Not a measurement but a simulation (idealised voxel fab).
Documented hereafter: the process module known as voxel air gaps.
Section shown: cut. Width: 165 nm. Cell size: 5 nm, square.
When this document writes out a cross-section, it uses a grid of square cells and lists it as bands, beginning at the top and moving down, with a band standing for one or more rows of cells.
The entry gives the band's vertical extent as a top height and a bottom height in nm, then its horizontal make-up as materials from left to right, each with a width in nm. "air" stands for empty space; a single material marked "full width" fills the band edge to edge.
Height datum 0, below which the as-received substrate wafer is one material. Lowest band open at the bottom, running downward: "0 -> down".
Note: "30 to 40" means the width goes from the first number (top row of the band) to the second number (bottom row) in equal steps per row of cells.
Step note "remains unaltered" = no cross-section cell changed.
Closed-off voids of 8+ cells (no open route to the top) go in "Internal closed voids", written width x height at distance from the left edge, in nm.
On a step's line, text after the settings is the simulator commenting on that step.
For masked steps, "overlay nm" on the step line gives how far right of plan the mask actually lay; a minus sign means it lay to the left.

BELOW IS THE LIST OF PLANNED PROCESS STEPS
1 RECEIVE with material Si
2 CONFORMAL_DEP with material SiO2, thk nm 15
3 CONFORMAL_DEP with material SiN, thk nm 5
4 DIRECTIONAL_DEP with material SiO2, thk nm 40
5 PATTERN with tone open, mask id LINES, material resist, width nm 15, pitch nm 40, thk nm 15, overlay nm 0
6 DIRECTIONAL_ETCH with etch materials SiO2, depth nm 40
7 STRIP with etch materials resist
8 CONFORMAL_DEP with material TiN, thk nm 5
9 FILL_DEP with material W, thk nm 10
10 CMP with height nm 60
11 EPI with material Ru, thk nm 10
12 SELECTIVE_ETCH with etch materials SiO2, depth nm 50
13 CONFORMAL_DEP with material SiCN, thk nm 5
It is noted that the wafers described herein are identical at the outset and are distinguished by the thk nm of step 3; the value stated in the plan corresponds to the first wafer.

THE FIRST OF SEVERAL WAFERS AS RECEIVED, SHOWN IN CROSS-SECTION; THIS IS ITS STATE AFTER STEP 1
- 0 -> down: Si full width
- Internal closed voids: none

CROSS-SECTION OF THE FIRST OF SEVERAL WAFERS ONCE THE MODULE HAS RUN THROUGH ITS LAST STEP, STEP 13
- 75 -> 70: air (20); SiCN (125); air (20)
- 70 -> 60: air (20); SiCN (5); Ru (35); SiCN (5); Ru (35); SiCN (5); Ru (35); SiCN (5); air (20)
- 60 -> 55: air (20); SiCN (15); TiN (5); W (5); TiN (5); SiCN (25); TiN (5); W (5); TiN (5); SiCN (25); TiN (5); W (5); TiN (5); SiCN (15); air (20)
- 55 -> 25: air (30); SiCN (5); TiN (5); W (5); TiN (5); SiCN (5); air (15); SiCN (5); TiN (5); W (5); TiN (5); SiCN (5); air (15); SiCN (5); TiN (5); W (5); TiN (5); SiCN (5); air (30)
- 25 -> 20: SiCN (35); TiN (15); SiCN (25); TiN (15); SiCN (25); TiN (15); SiCN (35)
- 20 -> 15: SiN full width
- 15 -> 0: SiO2 full width
- 0 -> down: Si full width
- Internal closed voids: 15 x 30 at 55; 15 x 30 at 95

HERE'S THE LAST WAFER CROSS-SECTIONED AT THE END OF THE MODULE
- 75 -> 70: air (20); SiCN (125); air (20)
- 70 -> 60: air (20); SiCN (5); Ru (35); SiCN (5); Ru (35); SiCN (5); Ru (35); SiCN (5); air (20)
- 60 -> 55: air (20); SiCN (15); TiN (5); W (5); TiN (5); SiCN (25); TiN (5); W (5); TiN (5); SiCN (25); TiN (5); W (5); TiN (5); SiCN (15); air (20)
- 55 -> 40: air (30); SiCN (5); TiN (5); W (5); TiN (5); SiCN (5); air (15); SiCN (5); TiN (5); W (5); TiN (5); SiCN (5); air (15); SiCN (5); TiN (5); W (5); TiN (5); SiCN (5); air (30)
- 40 -> 35: SiCN (35); TiN (15); SiCN (25); TiN (15); SiCN (25); TiN (15); SiCN (35)
- 35 -> 15: SiN full width
- 15 -> 0: SiO2 full width
- 0 -> down: Si full width
- Internal closed voids: 15 x 15 at 55; 15 x 15 at 95

TABULATED BELOW, WAFER BY WAFER, ARE THE END-OF-MODULE RESULTS: FOR EACH MATERIAL, THE NUMBER OF CELLS GAINED (+) OR LOST (-) RELATIVE TO THE AS-RECEIVED STATE, FOLLOWED BY THE CLOSED VOIDS
thk nm 5, +42 Ru, +109 SiCN, +33 SiN, +99 SiO2, +51 TiN, +21 W, Internal closed voids: 15 x 30 at 55; 15 x 30 at 95
thk nm 10, +42 Ru, +103 SiCN, +66 SiN, +99 SiO2, +45 TiN, +18 W, Internal closed voids: 15 x 25 at 55; 15 x 25 at 95
thk nm 15, +42 Ru, +97 SiCN, +99 SiN, +99 SiO2, +39 TiN, +15 W, Internal closed voids: 15 x 20 at 55; 15 x 20 at 95
thk nm 20, +42 Ru, +91 SiCN, +132 SiN, +99 SiO2, +33 TiN, +12 W, Internal closed voids: 15 x 15 at 55; 15 x 15 at 95
